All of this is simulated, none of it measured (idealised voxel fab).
process module | voxel transistor to metal
cross-section cut | 185 nm wide | cells 5 nm
A cross-section is a grid of square cells, given in bands from the top down. A band is one or more rows of cells.
Each band's line starts with the height of the band's top and of its bottom, in nm. Then come its materials from left to right, each with its width in nm. One material with "throughout" fills the band from edge to edge. "air" is empty space.
Height 0 is the level under which the wafer as received is all one material. The lowest band goes on downwards, as in "0 down".
A width such as "30 to 40" changes by the same amount from each row of cells to the next, from the band's top row to its bottom row.
"no change" after a step means that no cell of the cross-section changed.
closed voids: empty space of 8 cells or more with no open way to the top, each as width x height at its distance from the left edge, in nm
after a step's settings: what the simulator itself notes on the step
overlay nm, on a step with a mask: how far to the right of its planned place the mask lay; to the left if negative
plan
1 op RECEIVE | material Si
2 op OXIDIZE | depth nm 5
3 op CONFORMAL_DEP | material SiN | thk nm 15
4 op MASKED_ETCH | tone cover | mask id ACTIVE | width nm 130 | etch materials SiN | depth nm 15 | overlay nm 0
5 op MASKED_ETCH | tone cover | mask id ACTIVE | width nm 130 | etch materials SiO2 | depth nm 5 | overlay nm 0
6 op MASKED_ETCH | tone cover | mask id ACTIVE | width nm 130 | etch materials Si | depth nm 35 | overlay nm 0
7 op FILL_DEP | material SiO2 | thk nm 10
8 op CMP | height nm 15
9 op SELECTIVE_ETCH | etch materials SiO2 | depth nm 10
10 op STRIP | etch materials SiN
11 op SELECTIVE_ETCH | etch materials SiO2 | depth nm 5
12 op OXIDIZE | depth nm 5
13 op DIRECTIONAL_DEP | material polySi | thk nm 25
14 op DIRECTIONAL_DEP | material SiCN | thk nm 10
15 op DIRECTIONAL_DEP | material aC | thk nm 15
16 op PATTERN | tone cover | mask id GATE | material resist | width nm 30 | thk nm 30 | overlay nm 0
17 op DIRECTIONAL_ETCH | etch materials aC | depth nm 15
18 op STRIP | etch materials resist
19 op DIRECTIONAL_ETCH | etch materials SiCN | depth nm 20
20 op DIRECTIONAL_ETCH | etch materials polySi | depth nm 35
21 op STRIP | etch materials aC
22 op CONFORMAL_DEP | material SiO2 | thk nm 5
23 op DIRECTIONAL_ETCH | etch materials SiO2 | depth nm 5
24 op CONFORMAL_DEP | material SiN | thk nm 10
25 op DIRECTIONAL_ETCH | etch materials SiN | depth nm 10
26 op DIRECTIONAL_ETCH | etch materials SiO2 | depth nm 5
27 op DIRECTIONAL_ETCH | etch materials Si | depth nm 5
28 op EPI | material pSi | thk nm 5
29 op FILL_DEP | material SiO2 | thk nm 10
30 op CMP | height nm 20
31 op STRIP | etch materials polySi
32 op SELECTIVE_ETCH | etch materials SiO2 | depth nm 5
33 op CONFORMAL_DEP | material HfO2 | thk nm 5
34 op CONFORMAL_DEP | material TiN | thk nm 5
35 op FILL_DEP | material W | thk nm 5
36 op CMP | height nm 15
37 op DIRECTIONAL_DEP | material SiO2 | thk nm 10
38 op PATTERN | tone open | mask id CONTACT | material resist | width nm 20 | pitch nm 90 | thk nm 20 | overlay nm 0
39 op DIRECTIONAL_ETCH | etch materials SiO2 | depth nm 35
40 op STRIP | etch materials resist
41 op CONFORMAL_DEP | material TiN | thk nm 5
42 op FILL_DEP | material Ru | thk nm 5
43 op CMP | height nm 25
44 op DIRECTIONAL_DEP | material TiN | thk nm 5
45 op DIRECTIONAL_DEP | material Ru | thk nm 20
46 op MASKED_ETCH | tone cover | mask id METAL_1 | width nm 20 | pitch nm 90 | etch materials Ru | depth nm 20 | overlay nm 0
47 op MASKED_ETCH | tone cover | mask id METAL_1 | width nm 20 | pitch nm 90 | etch materials TiN | depth nm 5 | overlay nm 0
48 op FILL_DEP | material SiO2 | thk nm 5
49 op CMP | height nm 50
50 op CONFORMAL_DEP | material SiN | thk nm 5
as received, after step 1
  0 down: Si throughout
  closed voids: none
a wafer at the end: this start, this plan, one mistake
  55 to 50: SiN throughout
  50 to 30: SiO2 35 | Ru 20 | SiO2 70 | Ru 20 | SiO2 40
  30 to 25: SiO2 35 | TiN 20 | SiO2 70 | TiN 20 | SiO2 40
  25 to 15: SiO2 35 | TiN 5 | Ru 10 | TiN 5 | SiO2 70 | TiN 5 | Ru 10 | TiN 5 | SiO2 40
  15 to 0: SiO2 35 | TiN 5 | Ru 10 | TiN 5 | SiO2 5 | SiN 10 | HfO2 5 | TiN 5 | W 20 | TiN 5 | HfO2 5 | SiN 10 | SiO2 5 | TiN 5 | Ru 10 | TiN 5 | SiO2 40
  0 to -5: SiO2 15 | SiN 10 | SiO2 10 | TiN 5 | Ru 10 | TiN 5 | SiO2 5 | SiN 10 | HfO2 5 | TiN 30 | HfO2 5 | SiN 10 | SiO2 5 | TiN 5 | Ru 10 | TiN 5 | SiO2 10 | SiN 10 | SiO2 20
  -5 to -10: SiO2 15 | SiN 5 | SiO2 15 | TiN 20 | pSi 5 | SiO2 10 | HfO2 40 | SiO2 10 | pSi 5 | TiN 20 | SiO2 15 | SiN 5 | SiO2 20
  -10 to -15: SiO2 15 | SiN 5 | SiO2 10 | pSi 30 | Si 60 | pSi 30 | SiO2 10 | SiN 5 | SiO2 20
  -15 to -20: SiO2 30 | Si 120 | SiO2 35
  -20 to -40: SiO2 25 | Si 130 | SiO2 30
  -40 down: Si throughout
  closed voids: none
what went wrong: steps 9 and 10 were swapped
